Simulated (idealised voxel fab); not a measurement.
process module | voxel released beams
cross-section cut | 170 nm wide | cells 5 nm
A cross-section is a grid of square cells, given in bands from the top down. A band is one or more rows of cells.
Each band's line starts with the height of the band's top and of its bottom, in nm. Then come its materials from left to right, each with its width in nm. One material with "throughout" fills the band from edge to edge. "air" is empty space.
Height 0 is the level under which the wafer as received is all one material. The lowest band goes on downwards, as in "0 down".
A width such as "30 to 40" changes by the same amount from each row of cells to the next, from the band's top row to its bottom row.
"no change" after a step means that no cell of the cross-section changed.
closed voids: empty space of 8 cells or more with no open way to the top, each as width x height at its distance from the left edge, in nm
after a step's settings: what the simulator itself notes on the step
overlay nm, on a step with a mask: how far to the right of its planned place the mask lay; to the left if negative
plan
1 op RECEIVE | material Si
2 op CONFORMAL_DEP | material SiN | thk nm 5
3 op DIRECTIONAL_DEP | material SiO2 | thk nm 20
4 op DIRECTIONAL_DEP | material aC | thk nm 15
5 op PATTERN | tone open | mask id ANCHOR | material resist | width nm 45 | thk nm 30 | overlay nm 0
6 op DIRECTIONAL_ETCH | etch materials aC | depth nm 15
7 op STRIP | etch materials resist
8 op DIRECTIONAL_ETCH | etch materials SiO2 | depth nm 20
9 op STRIP | etch materials aC
10 op CONFORMAL_DEP | material polySi | thk nm 15
11 op DIRECTIONAL_DEP | material aC | thk nm 10
12 op PATTERN | tone cover | mask id BEAM | material resist | width nm 90 | thk nm 25 | overlay nm 0
13 op DIRECTIONAL_ETCH | etch materials aC | depth nm 10
14 op STRIP | etch materials resist
15 op DIRECTIONAL_ETCH | etch materials polySi | depth nm 15
16 op STRIP | etch materials aC
17 op STRIP | etch materials SiO2
as received, after step 1
  0 down: Si throughout
  closed voids: none
a wafer at the end: this start, this plan, one mistake
  40 to 25: air 35 | polySi 90 | air 45
  25 to 20: SiN throughout
  20 to 0: SiO2 throughout
  0 down: Si throughout
  closed voids: none
what went wrong: steps 2 and 3 were swapped
